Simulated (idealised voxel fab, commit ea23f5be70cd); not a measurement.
Documented hereafter: the process module known as voxel transistor to metal.
Square cells of 5 nm make up the cross-section cut, whose width is 200 nm.
Cross-section, as written here: a square-cell grid given band by band from the top down, where a band holds one or more rows of cells.
Band entry format. Leading values: height of top, height of bottom, nm. Remainder: materials in left-to-right order, each with its width in nm. Special words: "edge to edge" on a single material, which then fills the band edge to edge; "empty", empty space.
Ref level 0: as-received wafer is one material below here. Bottom band extends down with no lower bound ("0 and below").
You'd read "30 to 40" like this: the band's top row of cells is as wide as the first number, its bottom row is as wide as the second, and going down, every row changes width by the same amount as the row before did.
"nothing was modified" after a step means that no cell of the cross-section changed.
"Closed void roster" contains a list of empty spaces, each no smaller than 8 cells and without an open way to the top, written in the form width x height at distance with the distance from the left edge and all three in nm.
It should be noted that, on the line of a given step, the content following the step's settings is a remark produced by the simulator itself with respect to that step.
Each step line may optionally specify "overlay nm", which for a step with a mask gives the rightward distance between the mask's planned place and where it lay, a negative value indicating the leftward direction.
Process steps - plan:
1 RECEIVE [material Si]
2 CONFORMAL_DEP [material SiO2] [thk nm 5]
3 CONFORMAL_DEP [material SiN] [thk nm 15]
4 DIRECTIONAL_DEP [material aC] [thk nm 10]
5 PATTERN [tone cover] [mask id ACTIVE] [material resist] [width nm 110] [thk nm 30] [overlay nm 0]
6 DIRECTIONAL_ETCH [etch materials aC] [depth nm 10]
7 STRIP [etch materials resist]
8 DIRECTIONAL_ETCH [etch materials SiN] [depth nm 15]
9 DIRECTIONAL_ETCH [etch materials SiO2] [depth nm 5]
10 DIRECTIONAL_ETCH [etch materials Si] [depth nm 30]
11 STRIP [etch materials aC]
12 OXIDIZE [depth nm 5]
13 FILL_DEP [material SiO2] [thk nm 15]
14 CMP [height nm 20]
15 SELECTIVE_ETCH [etch materials SiO2] [depth nm 10]
16 STRIP [etch materials SiN]
17 SELECTIVE_ETCH [etch materials SiO2] [depth nm 5]
18 OXIDIZE [depth nm 5]
19 DIRECTIONAL_DEP [material polySi] [thk nm 25]
20 DIRECTIONAL_DEP [material SiCN] [thk nm 10]
21 MASKED_ETCH [tone cover] [mask id GATE] [width nm 20] [etch materials SiCN] [depth nm 20] [overlay nm 0]
22 MASKED_ETCH [tone cover] [mask id GATE] [width nm 20] [etch materials polySi] [depth nm 35] [overlay nm 0]
23 CONFORMAL_DEP [material SiO2] [thk nm 5]
24 DIRECTIONAL_ETCH [etch materials SiO2] [depth nm 5]
25 CONFORMAL_DEP [material SiN] [thk nm 5]
26 DIRECTIONAL_ETCH [etch materials SiN] [depth nm 5]
27 DIRECTIONAL_ETCH [etch materials SiO2] [depth nm 5]
28 DIRECTIONAL_ETCH [etch materials Si] [depth nm 15]
29 EPI [material nSi] [thk nm 15]
30 FILL_DEP [material SiO2] [thk nm 10]
31 CMP [height nm 35]
32 DIRECTIONAL_DEP [material SiO2] [thk nm 10]
33 DIRECTIONAL_DEP [material aC] [thk nm 15]
34 PATTERN [tone open] [mask id CONTACT] [material resist] [width nm 15] [pitch nm 75] [thk nm 35] [overlay nm 0]
35 DIRECTIONAL_ETCH [etch materials aC] [depth nm 15]
36 STRIP [etch materials resist]
37 DIRECTIONAL_ETCH [etch materials SiO2] [depth nm 50]
38 STRIP [etch materials aC]
39 CONFORMAL_DEP [material TiN] [thk nm 5]
40 FILL_DEP [material Ru] [thk nm 10]
41 CMP [height nm 45]
42 DIRECTIONAL_DEP [material TiN] [thk nm 5]
43 DIRECTIONAL_DEP [material Ru] [thk nm 15]
44 DIRECTIONAL_DEP [material aC] [thk nm 10]
45 PATTERN [tone cover] [mask id METAL_1] [material resist] [width nm 15] [pitch nm 75] [thk nm 30] [overlay nm 0]
46 DIRECTIONAL_ETCH [etch materials aC] [depth nm 10]
47 STRIP [etch materials resist]
48 DIRECTIONAL_ETCH [etch materials Ru] [depth nm 15]
49 DIRECTIONAL_ETCH [etch materials TiN] [depth nm 5]
50 STRIP [etch materials aC]
51 FILL_DEP [material SiO2] [thk nm 10]
52 CMP [height nm 65]
53 CONFORMAL_DEP [material SiCN] [thk nm 5]
54 DIRECTIONAL_DEP [material SiO2] [thk nm 30]
55 DIRECTIONAL_DEP [material aC] [thk nm 15]
56 PATTERN [tone open] [mask id METAL_2] [material resist] [width nm 15] [pitch nm 75] [thk nm 30] [overlay nm 0]
57 DIRECTIONAL_ETCH [etch materials aC] [depth nm 15]
58 STRIP [etch materials resist]
59 DIRECTIONAL_ETCH [etch materials SiO2] [depth nm 20]
60 STRIP [etch materials aC]
61 PATTERN [tone open] [mask id METAL_2_HOLES] [material resist] [width nm 15] [pitch nm 75] [thk nm 20] [overlay nm 0]
62 DIRECTIONAL_ETCH [etch materials SiO2] [depth nm 10]
63 DIRECTIONAL_ETCH [etch materials SiCN] [depth nm 5]
64 STRIP [etch materials resist]
65 CONFORMAL_DEP [material TiN] [thk nm 5]
66 FILL_DEP [material Cu] [thk nm 5]
67 CMP [height nm 100]
68 CONFORMAL_DEP [material SiN] [thk nm 5]
as received, after step 1:
0 and below  Si edge to edge
Closed void roster: none
Post-module cross-section: identical start and plan to those above, one misstep in execution:
105 down to 100  SiN edge to edge
100 down to 70  55 nm SiO2 / 5 nm TiN / 5 nm Cu / 5 nm TiN / 60 nm SiO2 / 5 nm TiN / 5 nm Cu / 5 nm TiN / 55 nm SiO2
70 down to 65  55 nm SiCN / 15 nm TiN / 60 nm SiCN / 15 nm TiN / 55 nm SiCN
65 down to 50  55 nm SiO2 / 15 nm Ru / 60 nm SiO2 / 15 nm Ru / 55 nm SiO2
50 down to 45  55 nm SiO2 / 15 nm TiN / 60 nm SiO2 / 15 nm TiN / 55 nm SiO2
45 down to 35  55 nm SiO2 / 5 nm TiN / 5 nm Ru / 5 nm TiN / 60 nm SiO2 / 5 nm TiN / 5 nm Ru / 5 nm TiN / 55 nm SiO2
35 down to 25  55 nm SiO2 / 5 nm TiN / 5 nm Ru / 5 nm TiN / 10 nm SiO2 / 5 nm SiN / 5 nm SiO2 / 20 nm SiCN / 5 nm SiO2 / 5 nm SiN / 10 nm SiO2 / 5 nm TiN / 5 nm Ru / 5 nm TiN / 55 nm SiO2
25 down to 15  55 nm SiO2 / 5 nm TiN / 5 nm Ru / 5 nm TiN / 10 nm SiO2 / 5 nm SiN / 5 nm SiO2 / 20 nm polySi / 5 nm SiO2 / 5 nm SiN / 10 nm SiO2 / 5 nm TiN / 5 nm Ru / 5 nm TiN / 55 nm SiO2
15 down to 10  55 nm SiO2 / 15 nm TiN / 10 nm SiO2 / 5 nm SiN / 5 nm SiO2 / 20 nm polySi / 5 nm SiO2 / 5 nm SiN / 10 nm SiO2 / 15 nm TiN / 55 nm SiO2
10 down to 5  55 nm SiO2 / 10 nm TiN / 15 nm nSi / 5 nm SiN / 5 nm SiO2 / 20 nm polySi / 5 nm SiO2 / 5 nm SiN / 15 nm nSi / 10 nm TiN / 55 nm SiO2
5 down to 0  45 nm SiO2 / 5 nm SiN / 5 nm SiO2 / 10 nm TiN / 15 nm nSi / 5 nm SiN / 5 nm SiO2 / 20 nm polySi / 5 nm SiO2 / 5 nm SiN / 15 nm nSi / 10 nm TiN / 5 nm SiO2 / 5 nm SiN / 45 nm SiO2
0 down to -5  55 nm SiO2 / 10 nm TiN / 15 nm nSi / 40 nm SiO2 / 15 nm nSi / 10 nm TiN / 55 nm SiO2
-5 down to -20  50 nm SiO2 / 30 nm nSi / 40 nm Si / 30 nm nSi / 50 nm SiO2
-20 down to -65  50 nm SiO2 / 100 nm Si / 50 nm SiO2
-65 and below  Si edge to edge
Closed void roster: none
Where did the run depart from the plan? plan step 10 ran twice
